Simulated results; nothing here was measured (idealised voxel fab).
Name of the process module below: voxel self aligned vias
FYI the section here is cut, 230 nm wide, cells are 5 nm squares.
If you're reading a cross-section in this doc, picture square cells in a grid; it comes to you as bands, top ones listed first down to the bottom, and a band can be one or more rows of cells.
In this notation a band is specified by the heights of its top and bottom, in that order and in nm, after which its materials appear from left to right, each paired with its width in nm. The word "edge to edge" attached to a single material means that material fills the band from edge to edge; the word "empty" stands for empty space.
Where do heights start? At 0: under that level the wafer as delivered is made of one material only. And the lowest band has no floor; it just carries on downward, as in "z 0 and below".
The width entry "30->40" should be interpreted row by row: the top row of cells in the band takes the first number, the bottom row takes the second number, and the change between adjacent rows is uniform throughout.
You'll sometimes find "remains unaltered" written for a step, and that's the way of saying that nowhere in the cross-section did a cell change during that step.
"Closed void list" - sealed voids, min. 8 cells, no opening to top; format: width x height at distance (distance from left edge; nm throughout).
What comes after the settings on a step's line is commentary from the simulator itself on that step.
overlay nm: how far to the right of its planned place the mask lay on this masked step (negative: to the left).
**So here's the lineup of process steps we planned**
| 1 | RECEIVE: material Si |
| 2 | CONFORMAL_DEP: material SiO2, thk nm 10 |
| 3 | CONFORMAL_DEP: material SiCN, thk nm 5 |
| 4 | DIRECTIONAL_DEP: material SiO2, thk nm 30 |
| 5 | DIRECTIONAL_DEP: material aC, thk nm 10 |
| 6 | PATTERN: tone open, mask id LINES, material resist, width nm 30, pitch nm 55, thk nm 30, overlay nm 0 |
| 7 | DIRECTIONAL_ETCH: etch materials aC, depth nm 10 |
| 8 | STRIP: etch materials resist |
| 9 | DIRECTIONAL_ETCH: etch materials SiO2, depth nm 30 |
| 10 | STRIP: etch materials aC |
| 11 | CONFORMAL_DEP: material TiN, thk nm 5 |
| 12 | FILL_DEP: material Ru, thk nm 5 |
| 13 | CMP: height nm 45 |
| 14 | SELECTIVE_ETCH: etch materials W Ru TiN, depth nm 10 |
| 15 | FILL_DEP: material SiN, thk nm 10 |
| 16 | CMP: height nm 45 |
| 17 | DIRECTIONAL_DEP: material SiO2, thk nm 15 |
| 18 | DIRECTIONAL_DEP: material aC, thk nm 10 |
| 19 | PATTERN: tone open, mask id VIAS, material resist, width nm 40, thk nm 30, overlay nm 0 |
| 20 | DIRECTIONAL_ETCH: etch materials aC, depth nm 10 |
| 21 | STRIP: etch materials resist |
| 22 | DIRECTIONAL_ETCH: etch materials SiO2, depth nm 15 |
| 23 | DIRECTIONAL_ETCH: etch materials SiN, depth nm 10 |
| 24 | STRIP: etch materials aC |
| 25 | CONFORMAL_DEP: material TiN, thk nm 5 |
| 26 | FILL_DEP: material Cu, thk nm 5 |
| 27 | CMP: height nm 60 |
| 28 | CONFORMAL_DEP: material SiN, thk nm 5 |
**As-received wafer cross-section (after step 1)**
* z 0 and below: Si edge to edge
* Closed void list: none
**First of two wafers: cross-section at end of module, run per plan**
* z 65 to 60: SiN edge to edge
* z 60 to 50: SiO2 65 nm, then TiN 5 nm, then Cu 30 nm, then TiN 5 nm, then SiO2 125 nm
* z 50 to 45: SiO2 65 nm, then TiN 10 nm, then Cu 20 nm, then TiN 10 nm, then SiO2 125 nm
* z 45 to 40: SiO2 70 nm, then TiN 5 nm, then Cu 20 nm, then TiN 5 nm, then SiO2 25 nm, then SiN 30 nm, then SiO2 75 nm
* z 40 to 35: SiO2 70 nm, then TiN 30 nm, then SiO2 25 nm, then SiN 30 nm, then SiO2 75 nm
* z 35 to 20: SiO2 70 nm, then TiN 5 nm, then Ru 20 nm, then TiN 5 nm, then SiO2 25 nm, then TiN 5 nm, then Ru 20 nm, then TiN 5 nm, then SiO2 75 nm
* z 20 to 15: SiO2 70 nm, then TiN 30 nm, then SiO2 25 nm, then TiN 30 nm, then SiO2 75 nm
* z 15 to 10: SiCN edge to edge
* z 10 to 0: SiO2 edge to edge
* z 0 and below: Si edge to edge
* Closed void list: none
**Second wafer through the module, sectioned at the end: same beginning and same plan as the first wafer, with one mistake in carrying it out**
* z 65 to 60: SiN edge to edge
* z 60 to 45: SiO2 65 nm, then TiN 5 nm, then Cu 30 nm, then TiN 5 nm, then SiO2 125 nm
* z 45 to 40: SiN 65 nm, then TiN 10 nm, then Cu 20 nm, then TiN 10 nm, then SiN 125 nm
* z 40 to 35: SiO2 70 nm, then TiN 30 nm, then SiO2 25 nm, then SiN 30 nm, then SiO2 75 nm
* z 35 to 15: SiO2 70 nm, then TiN 5 nm, then Ru 20 nm, then TiN 5 nm, then SiO2 25 nm, then TiN 5 nm, then Ru 20 nm, then TiN 5 nm, then SiO2 75 nm
* z 15 to 10: SiO2 70 nm, then TiN 30 nm, then SiO2 25 nm, then TiN 30 nm, then SiO2 75 nm
* z 10 to 0: SiO2 edge to edge
* z 0 and below: Si edge to edge
* Closed void list: none
Nonconformance to the process plan: step 3 was left out
End check, counted in cells, second wafer has more or fewer of these materials than the first: Cu +2, Ru +8, SiCN -46, SiN +32, TiN +4
